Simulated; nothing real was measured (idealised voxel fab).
process module | voxel gate over fins
cross-section cut | 240 nm wide | cells 5 nm
A cross-section is a grid of square cells, given in bands from the top down. A band is one or more rows of cells.
Each band's line starts with the height of the band's top and of its bottom, in nm. Then come its materials from left to right, each with its width in nm. One material with "throughout" fills the band from edge to edge. "air" is empty space.
Height 0 is the level under which the wafer as received is all one material. The lowest band goes on downwards, as in "0 down".
A width such as "30 to 40" changes by the same amount from each row of cells to the next, from the band's top row to its bottom row.
"no change" after a step means that no cell of the cross-section changed.
closed voids: empty space of 8 cells or more with no open way to the top, each as width x height at its distance from the left edge, in nm
after a step's settings: what the simulator itself notes on the step
overlay nm, on a step with a mask: how far to the right of its planned place the mask lay; to the left if negative
plan
1 op RECEIVE | material Si
2 op CONFORMAL_DEP | material SiN | thk nm 5
3 op DIRECTIONAL_DEP | material aC | thk nm 15
4 op PATTERN | tone cover | mask id FINS | material resist | width nm 15 | pitch nm 50 | thk nm 30 | overlay nm 0
5 op DIRECTIONAL_ETCH | etch materials aC | depth nm 15
6 op STRIP | etch materials resist
7 op DIRECTIONAL_ETCH | etch materials SiN | depth nm 5
8 op DIRECTIONAL_ETCH | etch materials Si | depth nm 35
9 op STRIP | etch materials aC
10 op OXIDIZE | depth nm 5
11 op FILL_DEP | material SiO2 | thk nm 15
12 op CMP | height nm 5
13 op DIRECTIONAL_DEP | material aC | thk nm 10
14 op PATTERN | tone open | mask id RAIL | material resist | width nm 15 | thk nm 30 | overlay nm 0
15 op DIRECTIONAL_ETCH | etch materials aC | depth nm 10
16 op STRIP | etch materials resist
17 op DIRECTIONAL_ETCH | etch materials SiO2 | depth nm 35
18 op STRIP | etch materials aC
19 op CONFORMAL_DEP | material TiN | thk nm 5
20 op FILL_DEP | material W | thk nm 5
21 op CMP | height nm 5
22 op SELECTIVE_ETCH | etch materials W Ru TiN | depth nm 25
23 op FILL_DEP | material SiO2 | thk nm 5
24 op CMP | height nm 5
25 op SELECTIVE_ETCH | etch materials SiO2 | depth nm 15
26 op STRIP | etch materials SiN
27 op CONFORMAL_DEP | material HfO2 | thk nm 5
28 op CONFORMAL_DEP | material TiN | thk nm 5
29 op CONFORMAL_DEP | material TiAl | thk nm 5
30 op CONFORMAL_DEP | material TiN | thk nm 5
31 op FILL_DEP | material W | thk nm 15
32 op CMP | height nm 30
33 op CONFORMAL_DEP | material SiN | thk nm 10
as received, after step 1
  0 down: Si throughout
  closed voids: none
first wafer at the end, as planned
  40 to 30: SiN throughout
  30 to 20: W throughout
  20 to 15: W 70 | TiN 45 | W 5 | TiN 45 | W 75
  15 to 10: W 70 | TiN 5 | TiAl 35 | TiN 5 | W 5 | TiN 5 | TiAl 35 | TiN 5 | W 75
  10 to 5: TiN 75 | TiAl 5 | TiN 25 | TiAl 5 | TiN 15 | TiAl 5 | TiN 25 | TiAl 5 | TiN 80
  5 to 0: TiAl 80 | TiN 5 | HfO2 15 | TiN 5 | TiAl 25 | TiN 5 | HfO2 15 | TiN 5 | TiAl 85
  0 to -5: TiN 85 | HfO2 5 | Si 5 | HfO2 5 | TiN 35 | HfO2 5 | Si 5 | HfO2 5 | TiN 90
  -5 to -10: HfO2 90 | Si 5 | HfO2 45 | Si 5 | HfO2 95
  -10 to -20: SiO2 90 | Si 5 | SiO2 45 | Si 5 | SiO2 95
  -20 to -25: SiO2 90 | Si 5 | SiO2 15 | TiN 5 | W 5 | TiN 5 | SiO2 15 | Si 5 | SiO2 95
  -25 to -30: SiO2 90 | Si 5 | SiO2 15 | TiN 15 | SiO2 15 | Si 5 | SiO2 95
  -30 to -40: SiO2 90 | Si 5 | SiO2 45 | Si 5 | SiO2 95
  -40 down: Si throughout
  closed voids: none
second wafer at the end: like start, like plan, one mistake
  40 to 30: SiN throughout
  30 to 20: W throughout
  20 to 15: W 70 | TiN 45 | W 5 | TiN 45 | W 75
  15 to 10: W 70 | TiN 5 | TiAl 35 | TiN 5 | W 5 | TiN 5 | TiAl 35 | TiN 5 | W 75
  10 to 5: W 70 | TiN 5 | TiAl 5 | TiN 25 | TiAl 5 | TiN 5 | W 5 | TiN 5 | TiAl 5 | TiN 25 | TiAl 5 | TiN 5 | W 75
  5 to 0: W 70 | TiN 5 | TiAl 5 | TiN 5 | HfO2 15 | TiN 5 | TiAl 5 | TiN 5 | W 5 | TiN 5 | TiAl 5 | TiN 5 | HfO2 15 | TiN 5 | TiAl 5 | TiN 5 | W 75
  0 to -5: W 70 | TiN 5 | TiAl 5 | TiN 5 | HfO2 5 | Si 5 | HfO2 5 | TiN 5 | TiAl 5 | TiN 15 | TiAl 5 | TiN 5 | HfO2 5 | Si 5 | HfO2 5 | TiN 5 | TiAl 5 | TiN 5 | W 75
  -5 to -10: TiN 75 | TiAl 5 | TiN 5 | HfO2 5 | Si 5 | HfO2 5 | TiN 5 | TiAl 25 | TiN 5 | HfO2 5 | Si 5 | HfO2 5 | TiN 5 | TiAl 5 | TiN 80
  -10 to -15: TiAl 80 | TiN 5 | HfO2 5 | Si 5 | HfO2 5 | TiN 35 | HfO2 5 | Si 5 | HfO2 5 | TiN 5 | TiAl 85
  -15 to -20: TiN 85 | HfO2 5 | Si 5 | HfO2 5 | TiN 5 | HfO2 25 | TiN 5 | HfO2 5 | Si 5 | HfO2 5 | TiN 90
  -20 to -25: HfO2 90 | Si 5 | HfO2 15 | TiN 5 | W 5 | TiN 5 | HfO2 15 | Si 5 | HfO2 95
  -25 to -30: SiO2 90 | Si 5 | SiO2 15 | TiN 15 | SiO2 15 | Si 5 | SiO2 95
  -30 to -40: SiO2 90 | Si 5 | SiO2 45 | Si 5 | SiO2 95
  -40 down: Si throughout
  closed voids: none
what went wrong: step 25 was run twice
at the end the second wafer has, in cells: 14 more of HfO2 | 135 fewer of SiO2 | 10 more of TiAl | 22 more of TiN | 89 more of W
